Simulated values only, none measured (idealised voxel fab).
The document below concerns the process module designated voxel wiring stack.
This is section cut - it's 290 nm across, gridded in 5 nm square cells.
Cross-section layout: square cells on a grid; listed as bands, top to bottom; a band spans one or more cell rows. Read a band's entry like this: the first values are the height of its top and the height of its bottom in nm, and what follows is the sequence of materials from left to right, each with its width in nm. Note that "air" is empty space, and that a single material marked "throughout" reaches across the band from edge to edge. Note: height 0 marks the level under which the wafer is uniformly one material as received. Lowest band unbounded below, written "top 0, no bottom". Top row gets the first number, bottom row gets the second, and each row in between changes by the same step: that is how a band width like "30 to 40" works. You'll sometimes find "nothing different" written for a step, and that's the way of saying that nowhere in the cross-section did a cell change during that step. Closed empty spaces (no open way to the top) of 8 cells or more are what "Unvented cavities" lists, each as width x height at distance from the left edge, nm for all three. Note: text after step settings on the step line = simulator remark on that step. The line of a step may include "overlay nm". On a step with a mask, this value is how far to the right of its planned place the mask lay. A negative value means the mask lay to the left.

List of planned process steps
1 RECEIVE [material Si]
2 CONFORMAL_DEP [material SiO2] [thk nm 15]
3 DIRECTIONAL_DEP [material TiN] [thk nm 5]
4 DIRECTIONAL_DEP [material W] [thk nm 15]
5 DIRECTIONAL_DEP [material aC] [thk nm 10]
6 PATTERN [tone cover] [mask id METAL_1] [material resist] [width nm 25] [pitch nm 50] [thk nm 25] [overlay nm 0]
7 DIRECTIONAL_ETCH [etch materials aC] [depth nm 10]
8 STRIP [etch materials resist]
9 DIRECTIONAL_ETCH [etch materials W] [depth nm 15]
10 DIRECTIONAL_ETCH [etch materials TiN] [depth nm 5]
11 STRIP [etch materials aC]
12 FILL_DEP [material SiO2] [thk nm 5]
13 CMP [height nm 35]
14 CONFORMAL_DEP [material SiCN] [thk nm 5]
15 DIRECTIONAL_DEP [material SiO2] [thk nm 20]
16 MASKED_ETCH [tone open] [mask id PLUG_1] [width nm 15] [etch materials SiO2] [depth nm 20] [overlay nm 0]
17 MASKED_ETCH [tone open] [mask id PLUG_1] [width nm 15] [etch materials SiCN] [depth nm 5] [overlay nm 0]
18 EPI [material Ru] [thk nm 10]
19 EPI [material Ru] [thk nm 10]
20 EPI [material Ru] [thk nm 5]
21 CONFORMAL_DEP [material SiCN] [thk nm 5]
22 DIRECTIONAL_DEP [material lowk] [thk nm 25]
23 PATTERN [tone open] [mask id METAL_2] [material resist] [width nm 25] [pitch nm 50] [thk nm 20] [overlay nm 0]
24 DIRECTIONAL_ETCH [etch materials lowk] [depth nm 25]
25 DIRECTIONAL_ETCH [etch materials SiCN] [depth nm 5]
26 STRIP [etch materials resist]
27 CONFORMAL_DEP [material TiN] [thk nm 5]
28 FILL_DEP [material Ru] [thk nm 5]
29 CMP [height nm 90]
30 EPI [material Ru] [thk nm 5]
31 FILL_DEP [material SiCN] [thk nm 5]
32 DIRECTIONAL_DEP [material SiO2] [thk nm 20]
33 DIRECTIONAL_DEP [material aC] [thk nm 10]
34 PATTERN [tone open] [mask id PLUG_2] [material resist] [width nm 15] [pitch nm 50] [thk nm 25] [overlay nm 0]
35 DIRECTIONAL_ETCH [etch materials aC] [depth nm 10]
36 STRIP [etch materials resist]
37 DIRECTIONAL_ETCH [etch materials SiO2] [depth nm 20]
38 DIRECTIONAL_ETCH [etch materials SiCN] [depth nm 5]
39 STRIP [etch materials aC]
40 EPI [material Ru] [thk nm 10]
41 EPI [material Ru] [thk nm 10]
42 EPI [material Ru] [thk nm 5]
43 CONFORMAL_DEP [material SiCN] [thk nm 5]
44 DIRECTIONAL_DEP [material SiO2] [thk nm 25]
45 DIRECTIONAL_DEP [material aC] [thk nm 15]
46 PATTERN [tone open] [mask id METAL_3] [material resist] [width nm 25] [pitch nm 50] [thk nm 35] [overlay nm 0]
47 DIRECTIONAL_ETCH [etch materials aC] [depth nm 15]
48 STRIP [etch materials resist]
49 DIRECTIONAL_ETCH [etch materials SiO2] [depth nm 25]
50 DIRECTIONAL_ETCH [etch materials SiCN] [depth nm 5]
51 STRIP [etch materials aC]
52 CONFORMAL_DEP [material TiN] [thk nm 5]
53 FILL_DEP [material Cu] [thk nm 5]
54 CMP [height nm 150]
55 CONFORMAL_DEP [material SiN] [thk nm 5]

This is the cross-section of the wafer as we received it, i.e. after step 1
top 0, no bottom  Si throughout
Unvented cavities: none

The first of two wafers, cross-sectioned at the end of the module, with the run proceeding as planned
top 155, bottom 150  SiN throughout
top 150, bottom 125  SiO2=105 | TiN=5 | Cu=15 | TiN=5 | SiO2=25 | TiN=5 | Cu=15 | TiN=5 | SiO2=110
top 125, bottom 120  SiCN=105 | TiN=25 | SiCN=25 | TiN=25 | SiCN=110
top 120, bottom 100  SiO2=105 | Ru=15 | SiO2=35 | Ru=15 | SiO2=120
top 100, bottom 90  SiCN=105 to 100 | Ru=15 to 35 | SiCN=35 to 15 | Ru=15 to 35 | SiCN=120 to 105
top 90, bottom 65  lowk=105 | TiN=5 | Ru=15 | TiN=5 | lowk=25 | TiN=5 | Ru=15 | TiN=5 | lowk=110
top 65, bottom 60  SiCN=105 | TiN=25 | SiCN=25 | TiN=25 | SiCN=110
top 60, bottom 40  SiO2=105 | Ru=15 | SiO2=170
top 40, bottom 35  SiCN=105 | Ru=15 | SiCN=170
top 35, bottom 20  SiO2=105 | W=25 | SiO2=25 | W=25 | SiO2=110
top 20, bottom 15  SiO2=105 | TiN=25 | SiO2=25 | TiN=25 | SiO2=110
top 15, bottom 0  SiO2 throughout
top 0, no bottom  Si throughout
Unvented cavities: none

Cross-section, second wafer: same start as the first, same plan as the first, one mistake in running it; taken at the end of the module
top 155, bottom 150  SiN throughout
top 150, bottom 125  SiO2=105 | TiN=5 | Cu=15 | TiN=5 | SiO2=25 | TiN=5 | Cu=15 | TiN=5 | SiO2=110
top 125, bottom 120  SiCN=105 | TiN=25 | SiCN=25 | TiN=25 | SiCN=110
top 120, bottom 100  SiO2=105 | Ru=15 | SiO2=35 | Ru=15 | SiO2=120
top 100, bottom 90  SiCN=105 to 100 | Ru=15 to 35 | SiCN=35 to 15 | Ru=15 to 35 | SiCN=120 to 105
top 90, bottom 75  lowk=105 | TiN=5 | Ru=15 | TiN=5 | lowk=25 | TiN=5 | Ru=15 | TiN=5 | lowk=110
top 75, bottom 70  lowk=90 | SiCN=15 | TiN=25 | SiCN=5 | lowk=20 | TiN=5 | Ru=15 | TiN=5 | lowk=110
top 70, bottom 65  lowk=90 | SiCN=5 | Ru=35 | SiCN=5 | lowk=20 | TiN=5 | Ru=15 | TiN=5 | lowk=110
top 65, bottom 60  SiCN=95 | Ru=35 | SiCN=25 | TiN=25 | SiCN=110
top 60, bottom 40  SiO2=105 | Ru=15 | SiO2=170
top 40, bottom 35  SiCN=105 | Ru=15 | SiCN=170
top 35, bottom 20  SiO2=105 | W=25 | SiO2=25 | W=25 | SiO2=110
top 20, bottom 15  SiO2=105 | TiN=25 | SiO2=25 | TiN=25 | SiO2=110
top 15, bottom 0  SiO2 throughout
top 0, no bottom  Si throughout
Unvented cavities: none
Short version of what went wrong: one of 18 and 19 ran twice, no way to know which since they are all identical
The closing comparison, in cells, has the second wafer with more or fewer of some materials than the first: Ru: 8 more | SiCN: 4 more | TiN: 4 fewer | lowk: 8 fewer
